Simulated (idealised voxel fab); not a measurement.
process module | voxel gate over fins
cross-section cut | 220 nm wide | cells 5 nm
A cross-section is a grid of square cells, given in bands from the top down. A band is one or more rows of cells.
Each band's line starts with the height of the band's top and of its bottom, in nm. Then come its materials from left to right, each with its width in nm. One material with "throughout" fills the band from edge to edge. "air" is empty space.
Height 0 is the level under which the wafer as received is all one material. The lowest band goes on downwards, as in "0 down".
A width such as "30 to 40" changes by the same amount from each row of cells to the next, from the band's top row to its bottom row.
"no change" after a step means that no cell of the cross-section changed.
closed voids: empty space of 8 cells or more with no open way to the top, each as width x height at its distance from the left edge, in nm
after a step's settings: what the simulator itself notes on the step
overlay nm, on a step with a mask: how far to the right of its planned place the mask lay; to the left if negative
plan
1 op RECEIVE | material Si
2 op CONFORMAL_DEP | material SiN | thk nm 5
3 op DIRECTIONAL_DEP | material aC | thk nm 10
4 op PATTERN | tone cover | mask id FINS | material resist | width nm 15 | pitch nm 40 | thk nm 25 | overlay nm 0
5 op DIRECTIONAL_ETCH | etch materials aC | depth nm 10
6 op STRIP | etch materials resist
7 op DIRECTIONAL_ETCH | etch materials SiN | depth nm 5
8 op DIRECTIONAL_ETCH | etch materials Si | depth nm 30
9 op STRIP | etch materials aC
10 op FILL_DEP | material SiO2 | thk nm 10
11 op CMP | height nm 5
12 op SELECTIVE_ETCH | etch materials SiO2 | depth nm 20
13 op STRIP | etch materials SiN
14 op CONFORMAL_DEP | material HfO2 | thk nm 5
15 op CONFORMAL_DEP | material TiN | thk nm 5
16 op FILL_DEP | material W | thk nm 15
17 op CMP | height nm 20
18 op CONFORMAL_DEP | material SiN | thk nm 5
first wafer, as planned
as received, after step 1
  0 down: Si throughout
  closed voids: none
after step 2
  5 to 0: SiN throughout
  below 0: unchanged
after step 3
  15 to 5: aC throughout
  below 5: unchanged
after step 4
  40 to 15: air 80 | resist 15 | air 25 | resist 15 | air 85
  below 15: unchanged
after step 5
  30 to 15: air 80 | resist 15 | air 25 | resist 15 | air 85
  15 to 5: air 80 | aC 15 | air 25 | aC 15 | air 85
  below 5: unchanged
after step 6
  15 to 5: air 80 | aC 15 | air 25 | aC 15 | air 85
  below 5: unchanged
after step 7
  15 to 5: air 80 | aC 15 | air 25 | aC 15 | air 85
  5 to 0: air 80 | SiN 15 | air 25 | SiN 15 | air 85
  below 0: unchanged
after step 8
  15 to 5: air 80 | aC 15 | air 25 | aC 15 | air 85
  5 to 0: air 80 | SiN 15 | air 25 | SiN 15 | air 85
  0 to -30: air 80 | Si 15 | air 25 | Si 15 | air 85
  below -30: unchanged
after step 9
  5 to 0: air 80 | SiN 15 | air 25 | SiN 15 | air 85
  below 0: unchanged
after step 10
  15 to 5: SiO2 throughout
  5 to 0: SiO2 80 | SiN 15 | SiO2 25 | SiN 15 | SiO2 85
  0 to -30: SiO2 80 | Si 15 | SiO2 25 | Si 15 | SiO2 85
  below -30: unchanged
after step 11
  5 to 0: SiO2 80 | SiN 15 | SiO2 25 | SiN 15 | SiO2 85
  below 0: unchanged
after step 12
  5 to 0: air 80 | SiN 15 | air 25 | SiN 15 | air 85
  0 to -15: air 80 | Si 15 | air 25 | Si 15 | air 85
  below -15: unchanged
after step 13
  0 to -15: air 80 | Si 15 | air 25 | Si 15 | air 85
  below -15: unchanged
after step 14
  5 to 0: air 75 | HfO2 25 | air 15 | HfO2 25 | air 80
  0 to -10: air 75 | HfO2 5 | Si 15 | HfO2 5 | air 15 | HfO2 5 | Si 15 | HfO2 5 | air 80
  -10 to -15: HfO2 80 | Si 15 | HfO2 25 | Si 15 | HfO2 85
  below -15: unchanged
after step 15
  10 to 5: air 70 | TiN 35 | air 5 | TiN 35 | air 75
  5 to 0: air 70 | TiN 5 | HfO2 25 | TiN 5 | air 5 | TiN 5 | HfO2 25 | TiN 5 | air 75
  0 to -5: air 70 | TiN 5 | HfO2 5 | Si 15 | HfO2 5 | TiN 5 | air 5 | TiN 5 | HfO2 5 | Si 15 | HfO2 5 | TiN 5 | air 75
  -5 to -10: TiN 75 | HfO2 5 | Si 15 | HfO2 5 | TiN 15 | HfO2 5 | Si 15 | HfO2 5 | TiN 80
  below -10: unchanged
after step 16
  25 to 10: W throughout
  10 to 5: W 70 | TiN 35 | W 5 | TiN 35 | W 75
  5 to 0: W 70 | TiN 5 | HfO2 25 | TiN 5 | W 5 | TiN 5 | HfO2 25 | TiN 5 | W 75
  0 to -5: W 70 | TiN 5 | HfO2 5 | Si 15 | HfO2 5 | TiN 5 | W 5 | TiN 5 | HfO2 5 | Si 15 | HfO2 5 | TiN 5 | W 75
  below -5: unchanged
after step 17
  20 to 10: W throughout
  below 10: unchanged
after step 18
  25 to 20: SiN throughout
  below 20: unchanged
second wafer: like start, like plan, one mistake. Through step 3 it matches the first wafer
when step 4 should have ended
  40 to 15: air 75 | resist 25 | air 15 | resist 25 | air 80
  below 15: unchanged
when step 5 should have ended
  30 to 15: air 75 | resist 25 | air 15 | resist 25 | air 80
  15 to 5: air 75 | aC 25 | air 15 | aC 25 | air 80
  below 5: unchanged
when step 6 should have ended
  15 to 5: air 75 | aC 25 | air 15 | aC 25 | air 80
  below 5: unchanged
when step 7 should have ended
  15 to 5: air 75 | aC 25 | air 15 | aC 25 | air 80
  5 to 0: air 75 | SiN 25 | air 15 | SiN 25 | air 80
  below 0: unchanged
when step 8 should have ended
  15 to 5: air 75 | aC 25 | air 15 | aC 25 | air 80
  5 to 0: air 75 | SiN 25 | air 15 | SiN 25 | air 80
  0 to -30: air 75 | Si 25 | air 15 | Si 25 | air 80
  below -30: unchanged
when step 9 should have ended
  5 to 0: air 75 | SiN 25 | air 15 | SiN 25 | air 80
  below 0: unchanged
when step 10 should have ended
  15 to 5: SiO2 throughout
  5 to 0: SiO2 75 | SiN 25 | SiO2 15 | SiN 25 | SiO2 80
  0 to -30: SiO2 75 | Si 25 | SiO2 15 | Si 25 | SiO2 80
  below -30: unchanged
when step 11 should have ended
  5 to 0: SiO2 75 | SiN 25 | SiO2 15 | SiN 25 | SiO2 80
  below 0: unchanged
when step 12 should have ended
  5 to 0: air 75 | SiN 25 | air 15 | SiN 25 | air 80
  0 to -15: air 75 | Si 25 | air 15 | Si 25 | air 80
  below -15: unchanged
when step 13 should have ended
  0 to -15: air 75 | Si 25 | air 15 | Si 25 | air 80
  below -15: unchanged
when step 14 should have ended
  5 to 0: air 70 | HfO2 35 | air 5 | HfO2 35 | air 75
  0 to -10: air 70 | HfO2 5 | Si 25 | HfO2 5 | air 5 | HfO2 5 | Si 25 | HfO2 5 | air 75
  -10 to -15: HfO2 75 | Si 25 | HfO2 15 | Si 25 | HfO2 80
  below -15: unchanged
when step 15 should have ended
  10 to 5: air 65 | TiN 85 | air 70
  5 to 0: air 65 | TiN 5 | HfO2 35 | TiN 5 | HfO2 35 | TiN 5 | air 70
  0 to -5: air 65 | TiN 5 | HfO2 5 | Si 25 | HfO2 5 | TiN 5 | HfO2 5 | Si 25 | HfO2 5 | TiN 5 | air 70
  -5 to -10: TiN 70 | HfO2 5 | Si 25 | HfO2 5 | TiN 5 | HfO2 5 | Si 25 | HfO2 5 | TiN 75
  below -10: unchanged
when step 16 should have ended
  25 to 10: W throughout
  10 to 5: W 65 | TiN 85 | W 70
  5 to 0: W 65 | TiN 5 | HfO2 35 | TiN 5 | HfO2 35 | TiN 5 | W 70
  0 to -5: W 65 | TiN 5 | HfO2 5 | Si 25 | HfO2 5 | TiN 5 | HfO2 5 | Si 25 | HfO2 5 | TiN 5 | W 70
  below -5: unchanged
when step 17 should have ended
  20 to 10: W throughout
  below 10: unchanged
when step 18 should have ended
  25 to 20: SiN throughout
  below 20: unchanged
what went wrong: step 4 ran as: op PATTERN | tone cover | mask id FINS | material resist | width nm 25 | pitch nm 40 | thk nm 25 | overlay nm 0
at the end the second wafer has, in cells: 24 more of Si | 12 fewer of SiO2 | 3 fewer of TiN | 9 fewer of W
